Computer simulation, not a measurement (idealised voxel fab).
The process module presented herein is designated voxel wiring stack.
Each square cell in cross-section cut measures 5 nm, and the section as a whole is 245 nm wide.
If you're reading a cross-section in this doc, picture square cells in a grid; it comes to you as bands, top ones listed first down to the bottom, and a band can be one or more rows of cells.
What a band's entry tells you: where the top is and where the bottom is, as heights in nm, and after that what lies inside, material by material from left to right, each with its width in nm. Empty space is written as the word "air", and a single material marked with the word "everywhere" occupies the band from edge to edge.
For the purposes of this specification, 0 denotes the height below which the wafer in its as-received condition is composed wholly of one material, and the lowermost band, lacking a lower limit, extends downward without end, as expressed in "from 0 down".
Note: "30 to 40" means the width goes from the first number (top row of the band) to the second number (bottom row) in equal steps per row of cells.
Reading "nothing altered" for a step: not a cell of the cross-section changed in it.
So "Enclosed void listing" is basically the list of trapped voids: any empty space of 8 cells or more that can't reach the top through an opening. They're written width x height at distance, the distance being from the left edge, and it's all nm.
It should be noted that, on the line of a given step, the content following the step's settings is a remark produced by the simulator itself with respect to that step.
overlay nm: how far to the right of its planned place the mask lay on this masked step (negative: to the left).

These are the steps we planned for the process
- 1: RECEIVE with material Si
- 2: CONFORMAL_DEP with material SiO2, thk nm 10
- 3: CONFORMAL_DEP with material SiCN, thk nm 5
- 4: DIRECTIONAL_DEP with material lowk, thk nm 20
- 5: PATTERN with tone open, mask id METAL_1, material resist, width nm 25, pitch nm 55, thk nm 20, overlay nm 0
- 6: DIRECTIONAL_ETCH with etch materials lowk, depth nm 20
- 7: DIRECTIONAL_ETCH with etch materials SiCN, depth nm 5
- 8: STRIP with etch materials resist
- 9: CONFORMAL_DEP with material TiN, thk nm 5
- 10: FILL_DEP with material W, thk nm 10
- 11: CMP with height nm 35
- 12: CONFORMAL_DEP with material SiCN, thk nm 5
- 13: DIRECTIONAL_DEP with material lowk, thk nm 35
- 14: PATTERN with tone open, mask id METAL_2, material resist, width nm 25, pitch nm 55, thk nm 15, overlay nm 0
- 15: DIRECTIONAL_ETCH with etch materials lowk, depth nm 20
- 16: STRIP with etch materials resist
- 17: PATTERN with tone open, mask id METAL_2_HOLES, material resist, width nm 15, pitch nm 110, thk nm 20, overlay nm 0
- 18: DIRECTIONAL_ETCH with etch materials lowk, depth nm 15
- 19: DIRECTIONAL_ETCH with etch materials SiCN, depth nm 5
- 20: STRIP with etch materials resist
- 21: CONFORMAL_DEP with material TiN, thk nm 5
- 22: FILL_DEP with material Cu, thk nm 5
- 23: CMP with height nm 75
- 24: CONFORMAL_DEP with material SiN, thk nm 5

First wafer out of two, processed as planned

Received-state cross-section, reflecting completion of step 1
* from 0 down: Si everywhere
* Enclosed void listing: none

So this is the wafer cross-section right after step 2
* from 10 to 0: SiO2 everywhere
* Everything under 0 stays put, no change at all.

So this is the wafer cross-section right after step 3
* from 15 to 10: SiCN everywhere
* Everything under 10 stays put, no change at all.

So this is the wafer cross-section right after step 4
* from 35 to 15: lowk everywhere
* Everything under 15 stays put, no change at all.

So this is the wafer cross-section right after step 5
* from 55 to 35: 25 of resist | 25 of air | 30 of resist | 25 of air | 30 of resist | 25 of air | 30 of resist | 25 of air | 30 of resist
* Everything under 35 stays put, no change at all.

So this is the wafer cross-section right after step 6
* from 55 to 35: 25 of resist | 25 of air | 30 of resist | 25 of air | 30 of resist | 25 of air | 30 of resist | 25 of air | 30 of resist
* from 35 to 15: 25 of lowk | 25 of air | 30 of lowk | 25 of air | 30 of lowk | 25 of air | 30 of lowk | 25 of air | 30 of lowk
* Everything under 15 stays put, no change at all.

So this is the wafer cross-section right after step 7
* from 55 to 35: 25 of resist | 25 of air | 30 of resist | 25 of air | 30 of resist | 25 of air | 30 of resist | 25 of air | 30 of resist
* from 35 to 15: 25 of lowk | 25 of air | 30 of lowk | 25 of air | 30 of lowk | 25 of air | 30 of lowk | 25 of air | 30 of lowk
* from 15 to 10: 25 of SiCN | 25 of air | 30 of SiCN | 25 of air | 30 of SiCN | 25 of air | 30 of SiCN | 25 of air | 30 of SiCN
* Everything under 10 stays put, no change at all.

So this is the wafer cross-section right after step 8
* from 35 to 15: 25 of lowk | 25 of air | 30 of lowk | 25 of air | 30 of lowk | 25 of air | 30 of lowk | 25 of air | 30 of lowk
* Everything under 15 stays put, no change at all.

So this is the wafer cross-section right after step 9
* from 40 to 35: 30 of TiN | 15 of air | 40 of TiN | 15 of air | 40 of TiN | 15 of air | 40 of TiN | 15 of air | 35 of TiN
* from 35 to 15: 25 of lowk | 5 of TiN | 15 of air | 5 of TiN | 30 of lowk | 5 of TiN | 15 of air | 5 of TiN | 30 of lowk | 5 of TiN | 15 of air | 5 of TiN | 30 of lowk | 5 of TiN | 15 of air | 5 of TiN | 30 of lowk
* from 15 to 10: 25 of SiCN | 25 of TiN | 30 of SiCN | 25 of TiN | 30 of SiCN | 25 of TiN | 30 of SiCN | 25 of TiN | 30 of SiCN
* Everything under 10 stays put, no change at all.

So this is the wafer cross-section right after step 10
* from 50 to 40: W everywhere
* from 40 to 35: 30 of TiN | 15 of W | 40 of TiN | 15 of W | 40 of TiN | 15 of W | 40 of TiN | 15 of W | 35 of TiN
* from 35 to 15: 25 of lowk | 5 of TiN | 15 of W | 5 of TiN | 30 of lowk | 5 of TiN | 15 of W | 5 of TiN | 30 of lowk | 5 of TiN | 15 of W | 5 of TiN | 30 of lowk | 5 of TiN | 15 of W | 5 of TiN | 30 of lowk
* Everything under 15 stays put, no change at all.

So this is the wafer cross-section right after step 11
* from 35 to 15: 25 of lowk | 5 of TiN | 15 of W | 5 of TiN | 30 of lowk | 5 of TiN | 15 of W | 5 of TiN | 30 of lowk | 5 of TiN | 15 of W | 5 of TiN | 30 of lowk | 5 of TiN | 15 of W | 5 of TiN | 30 of lowk
* Everything under 15 stays put, no change at all.

So this is the wafer cross-section right after step 12
* from 40 to 35: SiCN everywhere
* Everything under 35 stays put, no change at all.

So this is the wafer cross-section right after step 13
* from 75 to 40: lowk everywhere
* Everything under 40 stays put, no change at all.

So this is the wafer cross-section right after step 14
* from 90 to 75: 25 of resist | 25 of air | 30 of resist | 25 of air | 30 of resist | 25 of air | 30 of resist | 25 of air | 30 of resist
* Everything under 75 stays put, no change at all.

So this is the wafer cross-section right after step 15
* from 90 to 75: 25 of resist | 25 of air | 30 of resist | 25 of air | 30 of resist | 25 of air | 30 of resist | 25 of air | 30 of resist
* from 75 to 55: 25 of lowk | 25 of air | 30 of lowk | 25 of air | 30 of lowk | 25 of air | 30 of lowk | 25 of air | 30 of lowk
* Everything under 55 stays put, no change at all.

So this is the wafer cross-section right after step 16
* from 75 to 55: 25 of lowk | 25 of air | 30 of lowk | 25 of air | 30 of lowk | 25 of air | 30 of lowk | 25 of air | 30 of lowk
* Everything under 55 stays put, no change at all.

So this is the wafer cross-section right after step 17
* from 95 to 75: 25 of resist | 15 of air | 95 of resist | 15 of air | 95 of resist
* from 75 to 55: 25 of lowk | 15 of air | 10 of resist | 30 of lowk | 25 of resist | 30 of lowk | 15 of air | 10 of resist | 30 of lowk | 25 of resist | 30 of lowk
* Everything under 55 stays put, no change at all.

So this is the wafer cross-section right after step 18
* from 95 to 75: 25 of resist | 15 of air | 95 of resist | 15 of air | 95 of resist
* from 75 to 55: 25 of lowk | 15 of air | 10 of resist | 30 of lowk | 25 of resist | 30 of lowk | 15 of air | 10 of resist | 30 of lowk | 25 of resist | 30 of lowk
* from 55 to 40: 25 of lowk | 15 of air | 95 of lowk | 15 of air | 95 of lowk
* Everything under 40 stays put, no change at all.

So this is the wafer cross-section right after step 19
* from 95 to 75: 25 of resist | 15 of air | 95 of resist | 15 of air | 95 of resist
* from 75 to 55: 25 of lowk | 15 of air | 10 of resist | 30 of lowk | 25 of resist | 30 of lowk | 15 of air | 10 of resist | 30 of lowk | 25 of resist | 30 of lowk
* from 55 to 40: 25 of lowk | 15 of air | 95 of lowk | 15 of air | 95 of lowk
* from 40 to 35: 25 of SiCN | 15 of air | 95 of SiCN | 15 of air | 95 of SiCN
* Everything under 35 stays put, no change at all.

So this is the wafer cross-section right after step 20
* from 75 to 55: 25 of lowk | 25 of air | 30 of lowk | 25 of air | 30 of lowk | 25 of air | 30 of lowk | 25 of air | 30 of lowk
* Everything under 55 stays put, no change at all.

So this is the wafer cross-section right after step 21
* from 80 to 75: 30 of TiN | 15 of air | 40 of TiN | 15 of air | 40 of TiN | 15 of air | 40 of TiN | 15 of air | 35 of TiN
* from 75 to 60: 25 of lowk | 5 of TiN | 15 of air | 5 of TiN | 30 of lowk | 5 of TiN | 15 of air | 5 of TiN | 30 of lowk | 5 of TiN | 15 of air | 5 of TiN | 30 of lowk | 5 of TiN | 15 of air | 5 of TiN | 30 of lowk
* from 60 to 55: 25 of lowk | 5 of TiN | 5 of air | 15 of TiN | 30 of lowk | 25 of TiN | 30 of lowk | 5 of TiN | 5 of air | 15 of TiN | 30 of lowk | 25 of TiN | 30 of lowk
* from 55 to 40: 25 of lowk | 5 of TiN | 5 of air | 5 of TiN | 95 of lowk | 5 of TiN | 5 of air | 5 of TiN | 95 of lowk
* from 40 to 35: 25 of SiCN | 15 of TiN | 95 of SiCN | 15 of TiN | 95 of SiCN
* Everything under 35 stays put, no change at all.

So this is the wafer cross-section right after step 22
* from 85 to 80: Cu everywhere
* from 80 to 75: 30 of TiN | 15 of Cu | 40 of TiN | 15 of Cu | 40 of TiN | 15 of Cu | 40 of TiN | 15 of Cu | 35 of TiN
* from 75 to 60: 25 of lowk | 5 of TiN | 15 of Cu | 5 of TiN | 30 of lowk | 5 of TiN | 15 of Cu | 5 of TiN | 30 of lowk | 5 of TiN | 15 of Cu | 5 of TiN | 30 of lowk | 5 of TiN | 15 of Cu | 5 of TiN | 30 of lowk
* from 60 to 55: 25 of lowk | 5 of TiN | 5 of Cu | 15 of TiN | 30 of lowk | 25 of TiN | 30 of lowk | 5 of TiN | 5 of Cu | 15 of TiN | 30 of lowk | 25 of TiN | 30 of lowk
* from 55 to 40: 25 of lowk | 5 of TiN | 5 of Cu | 5 of TiN | 95 of lowk | 5 of TiN | 5 of Cu | 5 of TiN | 95 of lowk
* Everything under 40 stays put, no change at all.

So this is the wafer cross-section right after step 23
* from 75 to 60: 25 of lowk | 5 of TiN | 15 of Cu | 5 of TiN | 30 of lowk | 5 of TiN | 15 of Cu | 5 of TiN | 30 of lowk | 5 of TiN | 15 of Cu | 5 of TiN | 30 of lowk | 5 of TiN | 15 of Cu | 5 of TiN | 30 of lowk
* Everything under 60 stays put, no change at all.

So this is the wafer cross-section right after step 24
* from 80 to 75: SiN everywhere
* Everything under 75 stays put, no change at all.

Second wafer. Start and plan as for the first. One mistake made in running. Agrees with the first up to and including step 11

when step 12 should have ended
* from 70 to 35: lowk everywhere
* Everything under 35 stays put, no change at all.

when step 13 should have ended
* from 75 to 70: SiCN everywhere
* Everything under 70 stays put, no change at all.

when step 14 should have ended
* from 90 to 75: 25 of resist | 25 of air | 30 of resist | 25 of air | 30 of resist | 25 of air | 30 of resist | 25 of air | 30 of resist
* Everything under 75 stays put, no change at all.

when step 15 should have ended: nothing altered

when step 16 should have ended
* from 75 to 70: SiCN everywhere
* Everything under 70 stays put, no change at all.

when step 17 should have ended
* from 95 to 75: 25 of resist | 15 of air | 95 of resist | 15 of air | 95 of resist
* Everything under 75 stays put, no change at all.

when step 18 should have ended: nothing altered

when step 19 should have ended
* from 95 to 75: 25 of resist | 15 of air | 95 of resist | 15 of air | 95 of resist
* from 75 to 70: 25 of SiCN | 15 of air | 95 of SiCN | 15 of air | 95 of SiCN
* Everything under 70 stays put, no change at all.

when step 20 should have ended
* from 75 to 70: 25 of SiCN | 15 of air | 95 of SiCN | 15 of air | 95 of SiCN
* Everything under 70 stays put, no change at all.

when step 21 should have ended
* from 80 to 75: 30 of TiN | 5 of air | 105 of TiN | 5 of air | 100 of TiN
* from 75 to 70: 25 of SiCN | 15 of TiN | 95 of SiCN | 15 of TiN | 95 of SiCN
* Everything under 70 stays put, no change at all.

when step 22 should have ended
* from 85 to 80: Cu everywhere
* from 80 to 75: 30 of TiN | 5 of Cu | 105 of TiN | 5 of Cu | 100 of TiN
* Everything under 75 stays put, no change at all.

when step 23 should have ended
* from 75 to 70: 25 of SiCN | 15 of TiN | 95 of SiCN | 15 of TiN | 95 of SiCN
* Everything under 70 stays put, no change at all.

when step 24 should have ended
* from 80 to 75: SiN everywhere
* Everything under 75 stays put, no change at all.
Diagnosis: so 12 and 13 got swapped relative to the plan, each ran where the other was supposed to
Final tally in cells, some materials are higher or lower on the second wafer than on the first: -44 Cu, -54 TiN, +98 lowk
